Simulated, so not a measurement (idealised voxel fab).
Proc. module: voxel quadruple lines
The cross-section shown here is cut; it is 205 nm wide and divided into square cells measuring 5 nm on a side.
Square cells in a grid make up a cross-section in this document, and the grid is given as bands, listed from the top down, each one or more rows of cells. In this notation a band is specified by the heights of its top and bottom, in that order and in nm, after which its materials appear from left to right, each paired with its width in nm. The word "everywhere" attached to a single material means that material fills the band from edge to edge; the word "blank" stands for empty space. Note: height 0 marks the level under which the wafer is uniformly one material as received. Lowest band unbounded below, written "from 0 down". A width such as "30->40" changes by the same amount from each row of cells to the next, from the band's top row to its bottom row. Take "everything unchanged" at face value: in the step it is given for, the cross-section changed in none of its cells. Closed empty spaces (no open way to the top) of 8 cells or more are what "Trapped cavities" lists, each as width x height at distance from the left edge, nm for all three. Step line, after settings: the simulator's comment on this step. Regarding "overlay nm": on a step with a mask, it is the distance the mask lay to the right of its planned place; a negative value places it to the left.

PROCESS STEPS (PLANNED)
- 1: RECEIVE (material Si)
- 2: CONFORMAL_DEP (material Al2O3; thk nm 5)
- 3: DIRECTIONAL_DEP (material Ru; thk nm 15)
- 4: DIRECTIONAL_DEP (material polySi; thk nm 15)
- 5: DIRECTIONAL_DEP (material aC; thk nm 25)
- 6: PATTERN (tone cover; mask id MANDREL; material resist; width nm 30; thk nm 30; overlay nm 0)
- 7: DIRECTIONAL_ETCH (etch materials aC; depth nm 25)
- 8: STRIP (etch materials resist)
- 9: CONFORMAL_DEP (material SiO2; thk nm 10)
- 10: DIRECTIONAL_ETCH (etch materials SiO2; depth nm 10)
- 11: STRIP (etch materials aC)
- 12: DIRECTIONAL_ETCH (etch materials polySi; depth nm 15)
- 13: STRIP (etch materials SiO2)
- 14: CONFORMAL_DEP (material SiCN; thk nm 10)
- 15: DIRECTIONAL_ETCH (etch materials SiCN; depth nm 10)
- 16: STRIP (etch materials polySi)
- 17: DIRECTIONAL_ETCH (etch materials Ru; depth nm 15)
- 18: STRIP (etch materials SiCN)
- 19: FILL_DEP (material lowk; thk nm 10)
- 20: CMP (height nm 20)

SO, THE FIRST OF OUR TWO WAFERS, RUN JUST AS WE PLANNED IT

WAFER AS RECEIVED: CROSS-SECTION FOLLOWING STEP 1
> from 0 down  Si everywhere
> Trapped cavities: none

SO THIS IS THE WAFER CROSS-SECTION RIGHT AFTER STEP 2
> from 5 to 0  Al2O3 everywhere
> All layers under 0 are left as they were.

SO THIS IS THE WAFER CROSS-SECTION RIGHT AFTER STEP 3
> from 20 to 5  Ru everywhere
> All layers under 5 are left as they were.

SO THIS IS THE WAFER CROSS-SECTION RIGHT AFTER STEP 4
> from 35 to 20  polySi everywhere
> All layers under 20 are left as they were.

SO THIS IS THE WAFER CROSS-SECTION RIGHT AFTER STEP 5
> from 60 to 35  aC everywhere
> All layers under 35 are left as they were.

SO THIS IS THE WAFER CROSS-SECTION RIGHT AFTER STEP 6
> from 90 to 60  85 blank  30 resist  90 blank
> All layers under 60 are left as they were.

SO THIS IS THE WAFER CROSS-SECTION RIGHT AFTER STEP 7
> from 65 to 60  85 blank  30 resist  90 blank
> from 60 to 35  85 blank  30 aC  90 blank
> All layers under 35 are left as they were.

SO THIS IS THE WAFER CROSS-SECTION RIGHT AFTER STEP 8
> from 60 to 35  85 blank  30 aC  90 blank
> All layers under 35 are left as they were.

SO THIS IS THE WAFER CROSS-SECTION RIGHT AFTER STEP 9
> from 70 to 60  75 blank  50 SiO2  80 blank
> from 60 to 45  75 blank  10 SiO2  30 aC  10 SiO2  80 blank
> from 45 to 35  85 SiO2  30 aC  90 SiO2
> All layers under 35 are left as they were.

SO THIS IS THE WAFER CROSS-SECTION RIGHT AFTER STEP 10
> from 60 to 35  75 blank  10 SiO2  30 aC  10 SiO2  80 blank
> All layers under 35 are left as they were.

SO THIS IS THE WAFER CROSS-SECTION RIGHT AFTER STEP 11
> from 60 to 35  75 blank  10 SiO2  30 blank  10 SiO2  80 blank
> All layers under 35 are left as they were.

SO THIS IS THE WAFER CROSS-SECTION RIGHT AFTER STEP 12
> from 60 to 35  75 blank  10 SiO2  30 blank  10 SiO2  80 blank
> from 35 to 20  75 blank  10 polySi  30 blank  10 polySi  80 blank
> All layers under 20 are left as they were.

SO THIS IS THE WAFER CROSS-SECTION RIGHT AFTER STEP 13
> from 35 to 20  75 blank  10 polySi  30 blank  10 polySi  80 blank
> All layers under 20 are left as they were.

SO THIS IS THE WAFER CROSS-SECTION RIGHT AFTER STEP 14
> from 45 to 35  65 blank  30 SiCN  10 blank  30 SiCN  70 blank
> from 35 to 30  65 blank  10 SiCN  10 polySi  10 SiCN  10 blank  10 SiCN  10 polySi  10 SiCN  70 blank
> from 30 to 20  75 SiCN  10 polySi  30 SiCN  10 polySi  80 SiCN
> All layers under 20 are left as they were.

SO THIS IS THE WAFER CROSS-SECTION RIGHT AFTER STEP 15
> from 35 to 20  65 blank  10 SiCN  10 polySi  10 SiCN  10 blank  10 SiCN  10 polySi  10 SiCN  70 blank
> All layers under 20 are left as they were.

SO THIS IS THE WAFER CROSS-SECTION RIGHT AFTER STEP 16
> from 35 to 20  65 blank  10 SiCN  10 blank  10 SiCN  10 blank  10 SiCN  10 blank  10 SiCN  70 blank
> All layers under 20 are left as they were.

SO THIS IS THE WAFER CROSS-SECTION RIGHT AFTER STEP 17
> from 35 to 20  65 blank  10 SiCN  10 blank  10 SiCN  10 blank  10 SiCN  10 blank  10 SiCN  70 blank
> from 20 to 5  65 blank  10 Ru  10 blank  10 Ru  10 blank  10 Ru  10 blank  10 Ru  70 blank
> All layers under 5 are left as they were.

SO THIS IS THE WAFER CROSS-SECTION RIGHT AFTER STEP 18
> from 20 to 5  65 blank  10 Ru  10 blank  10 Ru  10 blank  10 Ru  10 blank  10 Ru  70 blank
> All layers under 5 are left as they were.

SO THIS IS THE WAFER CROSS-SECTION RIGHT AFTER STEP 19
> from 30 to 20  lowk everywhere
> from 20 to 5  65 lowk  10 Ru  10 lowk  10 Ru  10 lowk  10 Ru  10 lowk  10 Ru  70 lowk
> All layers under 5 are left as they were.

SO THIS IS THE WAFER CROSS-SECTION RIGHT AFTER STEP 20
> from 20 to 5  65 lowk  10 Ru  10 lowk  10 Ru  10 lowk  10 Ru  10 lowk  10 Ru  70 lowk
> All layers under 5 are left as they were.

WAFER TWO OF TWO - SAME STARTING POINT, SAME PROCESS PLAN, ONE MISTAKE IN EXECUTION; MATCHES WAFER ONE UP TO AND INCLUDING STEP 1

Cross-section of the second wafer corresponding to the planned conclusion of step 2: everything unchanged

CROSS-SECTION OF THE SECOND WAFER CORRESPONDING TO THE PLANNED CONCLUSION OF STEP 3
> from 15 to 0  Ru everywhere
> All layers under 0 are left as they were.

CROSS-SECTION OF THE SECOND WAFER CORRESPONDING TO THE PLANNED CONCLUSION OF STEP 4
> from 30 to 15  polySi everywhere
> All layers under 15 are left as they were.

CROSS-SECTION OF THE SECOND WAFER CORRESPONDING TO THE PLANNED CONCLUSION OF STEP 5
> from 55 to 30  aC everywhere
> All layers under 30 are left as they were.

CROSS-SECTION OF THE SECOND WAFER CORRESPONDING TO THE PLANNED CONCLUSION OF STEP 6
> from 85 to 55  85 blank  30 resist  90 blank
> All layers under 55 are left as they were.

CROSS-SECTION OF THE SECOND WAFER CORRESPONDING TO THE PLANNED CONCLUSION OF STEP 7
> from 60 to 55  85 blank  30 resist  90 blank
> from 55 to 30  85 blank  30 aC  90 blank
> All layers under 30 are left as they were.

CROSS-SECTION OF THE SECOND WAFER CORRESPONDING TO THE PLANNED CONCLUSION OF STEP 8
> from 55 to 30  85 blank  30 aC  90 blank
> All layers under 30 are left as they were.

CROSS-SECTION OF THE SECOND WAFER CORRESPONDING TO THE PLANNED CONCLUSION OF STEP 9
> from 65 to 55  75 blank  50 SiO2  80 blank
> from 55 to 40  75 blank  10 SiO2  30 aC  10 SiO2  80 blank
> from 40 to 30  85 SiO2  30 aC  90 SiO2
> All layers under 30 are left as they were.

CROSS-SECTION OF THE SECOND WAFER CORRESPONDING TO THE PLANNED CONCLUSION OF STEP 10
> from 55 to 30  75 blank  10 SiO2  30 aC  10 SiO2  80 blank
> All layers under 30 are left as they were.

CROSS-SECTION OF THE SECOND WAFER CORRESPONDING TO THE PLANNED CONCLUSION OF STEP 11
> from 55 to 30  75 blank  10 SiO2  30 blank  10 SiO2  80 blank
> All layers under 30 are left as they were.

CROSS-SECTION OF THE SECOND WAFER CORRESPONDING TO THE PLANNED CONCLUSION OF STEP 12
> from 55 to 30  75 blank  10 SiO2  30 blank  10 SiO2  80 blank
> from 30 to 15  75 blank  10 polySi  30 blank  10 polySi  80 blank
> All layers under 15 are left as they were.

CROSS-SECTION OF THE SECOND WAFER CORRESPONDING TO THE PLANNED CONCLUSION OF STEP 13
> from 30 to 15  75 blank  10 polySi  30 blank  10 polySi  80 blank
> All layers under 15 are left as they were.

CROSS-SECTION OF THE SECOND WAFER CORRESPONDING TO THE PLANNED CONCLUSION OF STEP 14
> from 40 to 30  65 blank  30 SiCN  10 blank  30 SiCN  70 blank
> from 30 to 25  65 blank  10 SiCN  10 polySi  10 SiCN  10 blank  10 SiCN  10 polySi  10 SiCN  70 blank
> from 25 to 15  75 SiCN  10 polySi  30 SiCN  10 polySi  80 SiCN
> All layers under 15 are left as they were.

CROSS-SECTION OF THE SECOND WAFER CORRESPONDING TO THE PLANNED CONCLUSION OF STEP 15
> from 30 to 15  65 blank  10 SiCN  10 polySi  10 SiCN  10 blank  10 SiCN  10 polySi  10 SiCN  70 blank
> All layers under 15 are left as they were.

CROSS-SECTION OF THE SECOND WAFER CORRESPONDING TO THE PLANNED CONCLUSION OF STEP 16
> from 30 to 15  65 blank  10 SiCN  10 blank  10 SiCN  10 blank  10 SiCN  10 blank  10 SiCN  70 blank
> All layers under 15 are left as they were.

CROSS-SECTION OF THE SECOND WAFER CORRESPONDING TO THE PLANNED CONCLUSION OF STEP 17
> from 30 to 15  65 blank  10 SiCN  10 blank  10 SiCN  10 blank  10 SiCN  10 blank  10 SiCN  70 blank
> from 15 to 0  65 blank  10 Ru  10 blank  10 Ru  10 blank  10 Ru  10 blank  10 Ru  70 blank
> All layers under 0 are left as they were.

CROSS-SECTION OF THE SECOND WAFER CORRESPONDING TO THE PLANNED CONCLUSION OF STEP 18
> from 15 to 0  65 blank  10 Ru  10 blank  10 Ru  10 blank  10 Ru  10 blank  10 Ru  70 blank
> All layers under 0 are left as they were.

CROSS-SECTION OF THE SECOND WAFER CORRESPONDING TO THE PLANNED CONCLUSION OF STEP 19
> from 25 to 15  lowk everywhere
> from 15 to 0  65 lowk  10 Ru  10 lowk  10 Ru  10 lowk  10 Ru  10 lowk  10 Ru  70 lowk
> All layers under 0 are left as they were.

CROSS-SECTION OF THE SECOND WAFER CORRESPONDING TO THE PLANNED CONCLUSION OF STEP 20
> from 20 to 15  lowk everywhere
> All layers under 15 are left as they were.
Short version of what went wrong: step 2 of the plan got skipped, so it never ran
The closing comparison, in cells, has the second wafer with more or fewer of some materials than the first: Al2O3: 41 fewer, lowk: 41 more
